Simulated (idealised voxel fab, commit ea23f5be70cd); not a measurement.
Module name: voxel self aligned vias (process module)
Square cells of 5 nm make up the cross-section cut, whose width is 185 nm.
Cross-section layout: square cells on a grid; listed as bands, top to bottom; a band spans one or more cell rows. Heights first: top, then bottom, in nm. Then materials, left to right, each with a width in nm. "everywhere" on a single material: fills the band edge to edge. "air": empty space. Where do heights start? At 0: under that level the wafer as delivered is made of one material only. And the lowest band has no floor; it just carries on downward, as in "top 0, no bottom". Width: "30->40" (first number = top row, second number = bottom row, same change from row to row of cells). Key: "remained unchanged" - step with no changed cell in the cross-section. "Enclosed internal voids" means: voids of 8 cells or more that are shut off from the top with no open way through. Written width x height at distance, distance from the left edge, in nm. Post-settings text on a step line: simulator's own remark regarding the step. If you see "overlay nm" on a step's line and that step has a mask, it's telling you how far right of where it was planned the mask ended up; a negative number means it went left instead.
## This section lists the process steps that were planned
step 1: RECEIVE [material Si]
step 2: CONFORMAL_DEP [material SiO2] [thk nm 15]
step 3: CONFORMAL_DEP [material SiCN] [thk nm 5]
step 4: DIRECTIONAL_DEP [material SiO2] [thk nm 20]
step 5: MASKED_ETCH [tone open] [mask id LINES] [width nm 25] [pitch nm 50] [etch materials SiO2] [depth nm 20] [overlay nm -15]
step 6: CONFORMAL_DEP [material TiN] [thk nm 5]
step 7: FILL_DEP [material W] [thk nm 10]
step 8: CMP [height nm 40]
step 9: SELECTIVE_ETCH [etch materials W Ru TiN] [depth nm 5]
step 10: FILL_DEP [material SiN] [thk nm 10]
step 11: CMP [height nm 40]
step 12: DIRECTIONAL_DEP [material SiO2] [thk nm 20]
step 13: MASKED_ETCH [tone open] [mask id VIAS] [width nm 35] [pitch nm 50] [etch materials SiO2] [depth nm 20] [overlay nm 0]
step 14: MASKED_ETCH [tone open] [mask id VIAS] [width nm 35] [pitch nm 50] [etch materials SiN] [depth nm 5] [overlay nm 0]
step 15: CONFORMAL_DEP [material TiN] [thk nm 5]
step 16: FILL_DEP [material Cu] [thk nm 10]
step 17: CMP [height nm 60]
step 18: CONFORMAL_DEP [material SiCN] [thk nm 5]
Where the wafers of this document differ is in the overlay nm of step 5; they start out the same, and the plan states the value that applied to the first wafer.
## Received wafers, first of several: cross-section after step 1
    top 0, no bottom: Si everywhere
    Enclosed internal voids: none
## Module end state after final step 18: cross-section of the first of several wafers
    top 65, bottom 60: SiCN everywhere
    top 60, bottom 45: SiO2=25  TiN=5  Cu=25  TiN=5  SiO2=15  TiN=5  Cu=25  TiN=5  SiO2=15  TiN=5  Cu=25  TiN=5  SiO2=25
    top 45, bottom 40: SiO2=25  TiN=5  Cu=5  TiN=25  SiO2=15  TiN=5  Cu=5  TiN=25  SiO2=15  TiN=5  Cu=5  TiN=25  SiO2=25
    top 40, bottom 35: SiO2=15  SiN=10  TiN=15  SiO2=25  SiN=10  TiN=15  SiO2=25  SiN=10  TiN=15  SiO2=45
    top 35, bottom 25: SiO2=15  TiN=5  W=15  TiN=5  SiO2=25  TiN=5  W=15  TiN=5  SiO2=25  TiN=5  W=15  TiN=5  SiO2=45
    top 25, bottom 20: SiO2=15  TiN=25  SiO2=25  TiN=25  SiO2=25  TiN=25  SiO2=45
    top 20, bottom 15: SiCN everywhere
    top 15, bottom 0: SiO2 everywhere
    top 0, no bottom: Si everywhere
    Enclosed internal voids: none
## Module end, final wafer: cross-section
    top 65, bottom 60: SiCN everywhere
    top 60, bottom 45: SiO2=25  TiN=5  Cu=25  TiN=5  SiO2=15  TiN=5  Cu=25  TiN=5  SiO2=15  TiN=5  Cu=25  TiN=5  SiO2=25
    top 45, bottom 40: SiO2=25  TiN=25  Cu=5  TiN=5  SiO2=15  TiN=25  Cu=5  TiN=5  SiO2=15  TiN=25  Cu=5  TiN=5  SiO2=25
    top 40, bottom 35: SiO2=45  TiN=15  SiN=10  SiO2=25  TiN=15  SiN=10  SiO2=25  TiN=15  SiN=10  SiO2=15
    top 35, bottom 25: SiO2=45  TiN=5  W=15  TiN=5  SiO2=25  TiN=5  W=15  TiN=5  SiO2=25  TiN=5  W=15  TiN=5  SiO2=15
    top 25, bottom 20: SiO2=45  TiN=25  SiO2=25  TiN=25  SiO2=25  TiN=25  SiO2=15
    top 20, bottom 15: SiCN everywhere
    top 15, bottom 0: SiO2 everywhere
    top 0, no bottom: Si everywhere
    Enclosed internal voids: none
## What follows is a table in which each wafer occupies a row; for the wafer as it stands at the close of the module, the row states, material by material, how many cells have been gained (+) or lost (-) since receipt, and then gives its closed voids
overlay nm -15 | +48 Cu | +74 SiCN | +6 SiN | +263 SiO2 | +72 TiN | +18 W | Enclosed internal voids: none
overlay nm -10 | +51 Cu | +74 SiCN | +3 SiN | +263 SiO2 | +72 TiN | +18 W | Enclosed internal voids: none
overlay nm -5 | +54 Cu | +74 SiCN | +263 SiO2 | +72 TiN | +18 W | Enclosed internal voids: none
overlay nm 0 | +54 Cu | +74 SiCN | +263 SiO2 | +72 TiN | +18 W | Enclosed internal voids: none
overlay nm 5 | +54 Cu | +74 SiCN | +263 SiO2 | +72 TiN | +18 W | Enclosed internal voids: none
overlay nm 10 | +51 Cu | +74 SiCN | +3 SiN | +263 SiO2 | +72 TiN | +18 W | Enclosed internal voids: none
overlay nm 15 | +48 Cu | +74 SiCN | +6 SiN | +263 SiO2 | +72 TiN | +18 W | Enclosed internal voids: none
